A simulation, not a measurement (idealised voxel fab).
Presented below is a process module, voxel fin reveal.
Section shown: cut. Width: 160 nm. Cell size: 5 nm, square.
Cross-section spec: square-cell grid; bands listed top down; each band is one or more rows. Band entry format. Leading values: height of top, height of bottom, nm. Remainder: materials in left-to-right order, each with its width in nm. Special words: "everywhere" on a single material, which then fills the band edge to edge; "air", empty space. Note: height 0 marks the level under which the wafer is uniformly one material as received. Lowest band unbounded below, written "from 0 down". The two numbers in a width such as "30..40" mark its ends across the band: the first belongs to the top row of cells, the second to the bottom row, and from each row to the next the width moves by the same amount. Step marked "nothing different"? Then no cell in the cross-section changed in it. Voids not open to the top, 8 cells minimum: see "Sealed voids". Written width x height at distance; distance is from the left edge; nm. On a step's line, text after the settings is the simulator commenting on that step. On any step carrying a mask, the "overlay nm" setting, if present on the step's line, tells how far right of its planned place the mask lay; negative values point to the left.
Steps in the process plan:
step 1: RECEIVE: material Si
step 2: CONFORMAL_DEP: material SiN, thk nm 5
step 3: PATTERN: tone cover, mask id FINS, material resist, width nm 15, pitch nm 35, thk nm 20, overlay nm 0
step 4: DIRECTIONAL_ETCH: etch materials SiN, depth nm 5
step 5: DIRECTIONAL_ETCH: etch materials Si, depth nm 40
step 6: STRIP: etch materials resist
step 7: FILL_DEP: material SiO2, thk nm 15
step 8: CMP: height nm 5
step 9: SELECTIVE_ETCH: etch materials SiO2, depth nm 35
step 10: STRIP: etch materials SiN
This is the cross-section of the wafer as we received it, i.e. after step 1:
from 0 down = Si everywhere
Sealed voids: none
Post-module cross-section of the first of two wafers (run per plan):
from 0 to -30 = 35 nm air  15 nm Si  20 nm air  15 nm Si  20 nm air  15 nm Si  40 nm air
from -30 to -40 = 35 nm SiO2  15 nm Si  20 nm SiO2  15 nm Si  20 nm SiO2  15 nm Si  40 nm SiO2
from -40 down = Si everywhere
Sealed voids: none
Cross-section at end of module for the second wafer of two, which matched the first in starting point and plan and differed by one mistake in its processing:
from 0 to -30 = 35 nm Si  15 nm air  20 nm Si  15 nm air  20 nm Si  15 nm air  40 nm Si
from -30 to -40 = 35 nm Si  15 nm SiO2  20 nm Si  15 nm SiO2  20 nm Si  15 nm SiO2  40 nm Si
from -40 down = Si everywhere
Sealed voids: none
what went wrong: so step 3 ended up running with a different setting than we planned, it ran as PATTERN: tone open, mask id FINS, material resist, width nm 15, pitch nm 35, thk nm 20, overlay nm 0
Materials where the second wafer ends with more or fewer cells than the first: Si: 112 more | SiO2: 28 fewer
